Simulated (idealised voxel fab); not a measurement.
process module | voxel self aligned vias
cross-section cut | 205 nm wide | cells 5 nm
A cross-section is a grid of square cells, given in bands from the top down. A band is one or more rows of cells.
Each band's line starts with the height of the band's top and of its bottom, in nm. Then come its materials from left to right, each with its width in nm. One material with "throughout" fills the band from edge to edge. "air" is empty space.
Height 0 is the level under which the wafer as received is all one material. The lowest band goes on downwards, as in "0 down".
A width such as "30 to 40" changes by the same amount from each row of cells to the next, from the band's top row to its bottom row.
"no change" after a step means that no cell of the cross-section changed.
closed voids: empty space of 8 cells or more with no open way to the top, each as width x height at its distance from the left edge, in nm
after a step's settings: what the simulator itself notes on the step
overlay nm, on a step with a mask: how far to the right of its planned place the mask lay; to the left if negative
plan
1 op RECEIVE | material Si
2 op CONFORMAL_DEP | material SiO2 | thk nm 10
3 op CONFORMAL_DEP | material SiCN | thk nm 5
4 op DIRECTIONAL_DEP | material lowk | thk nm 30
5 op PATTERN | tone open | mask id LINES | material resist | width nm 15 | pitch nm 55 | thk nm 15 | overlay nm 0
6 op DIRECTIONAL_ETCH | etch materials lowk | depth nm 30
7 op STRIP | etch materials resist
8 op CONFORMAL_DEP | material TiN | thk nm 5
9 op FILL_DEP | material W | thk nm 5
10 op CMP | height nm 45
11 op SELECTIVE_ETCH | etch materials W Ru TiN | depth nm 10
12 op FILL_DEP | material SiN | thk nm 10
13 op CMP | height nm 45
14 op DIRECTIONAL_DEP | material lowk | thk nm 20
15 op DIRECTIONAL_DEP | material aC | thk nm 10
16 op PATTERN | tone open | mask id VIAS | material resist | width nm 30 | pitch nm 55 | thk nm 30 | overlay nm 0
17 op DIRECTIONAL_ETCH | etch materials aC | depth nm 10
18 op STRIP | etch materials resist
19 op DIRECTIONAL_ETCH | etch materials lowk | depth nm 20
20 op DIRECTIONAL_ETCH | etch materials SiN | depth nm 10
21 op STRIP | etch materials aC
22 op CONFORMAL_DEP | material TiN | thk nm 5
23 op FILL_DEP | material Ru | thk nm 5
24 op CMP | height nm 65
25 op CONFORMAL_DEP | material SiCN | thk nm 5
varied across the wafers: width nm of step 5. The plan shows the first wafer's value. All wafers start alike
first wafer as received, after step 1
  0 down: Si throughout
  closed voids: none
each wafer at the end: cells of each material gained (+) or lost (-) since it was received, then its closed voids
width nm 15 | +42 Ru | +82 SiCN | +82 SiO2 | +75 TiN | +9 W | +284 lowk | closed voids: none
width nm 20 | +48 Ru | +82 SiCN | +82 SiO2 | +78 TiN | +18 W | +266 lowk | closed voids: none
width nm 25 | +54 Ru | +82 SiCN | +82 SiO2 | +81 TiN | +27 W | +248 lowk | closed voids: none
width nm 30 | +60 Ru | +82 SiCN | +82 SiO2 | +84 TiN | +36 W | +230 lowk | closed voids: none
width nm 35 | +60 Ru | +82 SiCN | +6 SiN | +82 SiO2 | +87 TiN | +45 W | +212 lowk | closed voids: none
